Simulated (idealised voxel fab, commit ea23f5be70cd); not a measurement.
This section sets out a process module, namely voxel capacitor over wiring.
In the cross-section labelled cut, the width is 215 nm and each square cell is 5 nm.
A cross-section is written here as square cells arranged in a grid, and it is given in bands from the top down, each band taking up one or more rows of cells.
Basically the band line says how high the top is and how high the bottom is, in nm, and then what's in it from left to right, every material with its width in nm. Empty space shows up as "empty", and if a single material carries "throughout" it runs the full band edge to edge.
Height 0 is the level under which the wafer as received is all one material. The lowest band goes on downwards, as in "z 0 and below".
The two numbers in a width such as "30->40" mark its ends across the band: the first belongs to the top row of cells, the second to the bottom row, and from each row to the next the width moves by the same amount.
Any step labelled "no alteration" changed none of the cells in the cross-section.
You'll see "Enclosed cavities" listing empty spaces that have no way open to the top, as long as they're 8 cells or more; the notation is width x height at distance, where the distance is from the left edge, and all of it is in nm.
Note: text after step settings on the step line = simulator remark on that step.
The optional step-line setting "overlay nm" applies to steps with a mask and quantifies how far to the right of its planned location the mask lay, a negative value indicating leftward placement.

# So here's the lineup of process steps we planned
1) RECEIVE (material Si)
2) CONFORMAL_DEP (material SiO2; thk nm 15)
3) DIRECTIONAL_DEP (material TiN; thk nm 5)
4) DIRECTIONAL_DEP (material W; thk nm 15)
5) DIRECTIONAL_DEP (material aC; thk nm 15)
6) PATTERN (tone cover; mask id METAL_1; material resist; width nm 20; pitch nm 70; thk nm 35; overlay nm 0)
7) DIRECTIONAL_ETCH (etch materials aC; depth nm 15)
8) STRIP (etch materials resist)
9) DIRECTIONAL_ETCH (etch materials W; depth nm 15)
10) DIRECTIONAL_ETCH (etch materials TiN; depth nm 5)
11) STRIP (etch materials aC)
12) CONFORMAL_DEP (material SiN; thk nm 5)
13) FILL_DEP (material lowk; thk nm 10)
14) CMP (height nm 35)
15) CONFORMAL_DEP (material SiCN; thk nm 5)
16) DIRECTIONAL_DEP (material lowk; thk nm 20)
17) MASKED_ETCH (tone open; mask id PLUG_1; width nm 15; etch materials lowk; depth nm 20; overlay nm 0)
18) MASKED_ETCH (tone open; mask id PLUG_1; width nm 15; etch materials SiCN; depth nm 5; overlay nm 0)
19) CONFORMAL_DEP (material TiN; thk nm 5)
20) FILL_DEP (material Cu; thk nm 10)
21) CMP (height nm 60)
22) DIRECTIONAL_DEP (material TiN; thk nm 10)
23) DIRECTIONAL_DEP (material HfO2; thk nm 5)
24) DIRECTIONAL_DEP (material TiN; thk nm 10)
25) PATTERN (tone cover; mask id UPPER_PLATE; material resist; width nm 55; thk nm 15; overlay nm 0)
26) DIRECTIONAL_ETCH (etch materials TiN; depth nm 10)
27) DIRECTIONAL_ETCH (etch materials HfO2; depth nm 5)
28) STRIP (etch materials resist)
29) PATTERN (tone cover; mask id LOWER_PLATE; material resist; width nm 65; thk nm 20; overlay nm 0)
30) DIRECTIONAL_ETCH (etch materials TiN; depth nm 10)
31) STRIP (etch materials resist)
32) FILL_DEP (material SiO2; thk nm 20)
33) CMP (height nm 100)
34) MASKED_ETCH (tone open; mask id PLUG_2; width nm 15; etch materials SiO2; depth nm 15; overlay nm 0)
35) CONFORMAL_DEP (material TiN; thk nm 5)
36) FILL_DEP (material Cu; thk nm 10)
37) CMP (height nm 100)
38) CONFORMAL_DEP (material SiN; thk nm 5)

# Cross-section of the wafer as it came to us, i.e., already through step 1
    z 0 and below  Si throughout
    Enclosed cavities: none

# Module complete - cross-section of the first of two wafers, run according to plan
    z 105 to 100  SiN throughout
    z 100 to 90  SiO2 75 nm  TiN 5 nm  Cu 5 nm  TiN 5 nm  SiO2 125 nm
    z 90 to 85  SiO2 75 nm  TiN 15 nm  SiO2 125 nm
    z 85 to 75  SiO2 65 nm  TiN 55 nm  SiO2 95 nm
    z 75 to 70  SiO2 65 nm  HfO2 55 nm  SiO2 95 nm
    z 70 to 60  SiO2 60 nm  TiN 65 nm  SiO2 90 nm
    z 60 to 40  lowk 65 nm  TiN 5 nm  Cu 5 nm  TiN 5 nm  lowk 135 nm
    z 40 to 35  SiCN 65 nm  TiN 15 nm  SiCN 135 nm
    z 35 to 20  lowk 55 nm  SiN 5 nm  W 20 nm  SiN 5 nm  lowk 40 nm  SiN 5 nm  W 20 nm  SiN 5 nm  lowk 60 nm
    z 20 to 15  SiN 60 nm  TiN 20 nm  SiN 50 nm  TiN 20 nm  SiN 65 nm
    z 15 to 0  SiO2 throughout
    z 0 and below  Si throughout
    Enclosed cavities: none

# This cross-section belongs to the second wafer of two at the end of the module; the start and the plan were shared with the first, and the run included one mistake
    z 105 to 100  SiN throughout
    z 100 to 90  SiO2 75 nm  TiN 5 nm  Cu 5 nm  TiN 5 nm  SiO2 125 nm
    z 90 to 85  SiO2 75 nm  TiN 15 nm  SiO2 125 nm
    z 85 to 75  SiO2 65 nm  TiN 55 nm  SiO2 95 nm
    z 75 to 70  SiO2 65 nm  HfO2 55 nm  SiO2 95 nm
    z 70 to 60  SiO2 60 nm  TiN 65 nm  SiO2 90 nm
    z 60 to 55  SiCN 65 nm  TiN 15 nm  SiCN 135 nm
    z 55 to 35  lowk throughout
    z 35 to 20  lowk 55 nm  SiN 5 nm  W 20 nm  SiN 5 nm  lowk 40 nm  SiN 5 nm  W 20 nm  SiN 5 nm  lowk 60 nm
    z 20 to 15  SiN 60 nm  TiN 20 nm  SiN 50 nm  TiN 20 nm  SiN 65 nm
    z 15 to 0  SiO2 throughout
    z 0 and below  Si throughout
    Enclosed cavities: none
It is concluded that the wafer was processed incorrectly with respect to the plan, in that steps 15 and 16 traded places in the executed sequence
Once processing is complete, comparing cell counts shows that the second wafer has more or fewer of certain materials than the first: -4 Cu | -8 TiN | +12 lowk
